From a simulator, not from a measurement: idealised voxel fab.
The process module presented herein is designated voxel released beams.
Cross-section cut: width 155 nm, square cells of 5 nm.
Cross-section, as written here: a square-cell grid given band by band from the top down, where a band holds one or more rows of cells. Band entry format. Leading values: height of top, height of bottom, nm. Remainder: materials in left-to-right order, each with its width in nm. Special words: "all across" on a single material, which then fills the band edge to edge; "air", empty space. Counting heights begins at 0, where everything beneath is, in the wafer as received, one material. The lowest band has no bottom; it goes on downwards, as "0 -> down" shows. Read "30 to 40" as a graded width: first number on top, second number at the bottom, same change between each pair of neighbouring rows. A step reported as "nothing different" is a step in which no cell of the cross-section changed. Under "Encapsulated voids" you'll find the enclosed gaps, the ones with no way out to the top, that are 8 cells or bigger; each reads width x height at distance, with distance counted from the left edge, everything in nm. Text after the settings on a step's line: the simulator's own remark on that step. You can add "overlay nm" to a step's line. For a step with a mask, it describes how far the mask lay to the right of its planned position, and a negative number describes a lay to the left.

The planned process steps are enumerated hereunder
1: RECEIVE | material Si
2: CONFORMAL_DEP | material SiN | thk nm 10
3: DIRECTIONAL_DEP | material SiO2 | thk nm 20
4: MASKED_ETCH | tone open | mask id ANCHOR | width nm 45 | etch materials SiO2 | depth nm 20 | overlay nm 0
5: CONFORMAL_DEP | material polySi | thk nm 15
6: PATTERN | tone cover | mask id BEAM | material resist | width nm 100 | thk nm 15 | overlay nm 0
7: DIRECTIONAL_ETCH | etch materials polySi | depth nm 15
8: STRIP | etch materials resist
9: STRIP | etch materials SiO2

Run as planned: first of two wafers

So this is the incoming wafer in cross-section - it's already been through step 1
> 0 -> down  Si all across
> Encapsulated voids: none

After step 2: wafer cross-section
> 10 -> 0  SiN all across
> below 0: unchanged

After step 3: wafer cross-section
> 30 -> 10  SiO2 all across
> below 10: unchanged

After step 4: wafer cross-section
> 30 -> 10  SiO2 30 nm | air 45 nm | SiO2 80 nm
> below 10: unchanged

After step 5: wafer cross-section
> 45 -> 30  polySi 45 nm | air 15 nm | polySi 95 nm
> 30 -> 25  SiO2 30 nm | polySi 15 nm | air 15 nm | polySi 15 nm | SiO2 80 nm
> 25 -> 10  SiO2 30 nm | polySi 45 nm | SiO2 80 nm
> below 10: unchanged

After step 6: wafer cross-section
> 60 -> 45  air 25 nm | resist 100 nm | air 30 nm
> 45 -> 30  polySi 45 nm | resist 15 nm | polySi 95 nm
> 30 -> 25  SiO2 30 nm | polySi 15 nm | resist 15 nm | polySi 15 nm | SiO2 80 nm
> below 25: unchanged

After step 7: wafer cross-section
> 60 -> 45  air 25 nm | resist 100 nm | air 30 nm
> 45 -> 30  air 25 nm | polySi 20 nm | resist 15 nm | polySi 65 nm | air 30 nm
> below 30: unchanged

After step 8: wafer cross-section
> 45 -> 30  air 25 nm | polySi 20 nm | air 15 nm | polySi 65 nm | air 30 nm
> 30 -> 25  SiO2 30 nm | polySi 15 nm | air 15 nm | polySi 15 nm | SiO2 80 nm
> below 25: unchanged

After step 9: wafer cross-section
> 45 -> 30  air 25 nm | polySi 20 nm | air 15 nm | polySi 65 nm | air 30 nm
> 30 -> 25  air 30 nm | polySi 15 nm | air 15 nm | polySi 15 nm | air 80 nm
> 25 -> 10  air 30 nm | polySi 45 nm | air 80 nm
> below 10: unchanged

What follows concerns the second wafer, which started out like the first and was meant to follow the very same plan; one mistake crept in when it was run, but everything up to and including step 1 is the same as for the first wafer

Cross-section of the second wafer at the time by which step 2 should have been completed according to the plan
> 20 -> 0  SiO2 all across
> below 0: unchanged

Cross-section of the second wafer at the time by which step 3 should have been completed according to the plan
> 30 -> 20  SiN all across
> below 20: unchanged

Cross-section of the second wafer at the time by which step 4 should have been completed according to the plan: nothing different

Cross-section of the second wafer at the time by which step 5 should have been completed according to the plan
> 45 -> 30  polySi all across
> below 30: unchanged

Cross-section of the second wafer at the time by which step 6 should have been completed according to the plan
> 60 -> 45  air 25 nm | resist 100 nm | air 30 nm
> below 45: unchanged

Cross-section of the second wafer at the time by which step 7 should have been completed according to the plan
> 60 -> 45  air 25 nm | resist 100 nm | air 30 nm
> 45 -> 30  air 25 nm | polySi 100 nm | air 30 nm
> below 30: unchanged

Cross-section of the second wafer at the time by which step 8 should have been completed according to the plan
> 45 -> 30  air 25 nm | polySi 100 nm | air 30 nm
> below 30: unchanged

Cross-section of the second wafer at the time by which step 9 should have been completed according to the plan: nothing different
Against the plan, the run slipped here: ran 2 and 3 in swapped order versus the plan
Upon completion, the second wafer contains, in terms of cells, a greater or smaller amount of certain materials than the first wafer: SiO2: 124 more, polySi: 24 fewer
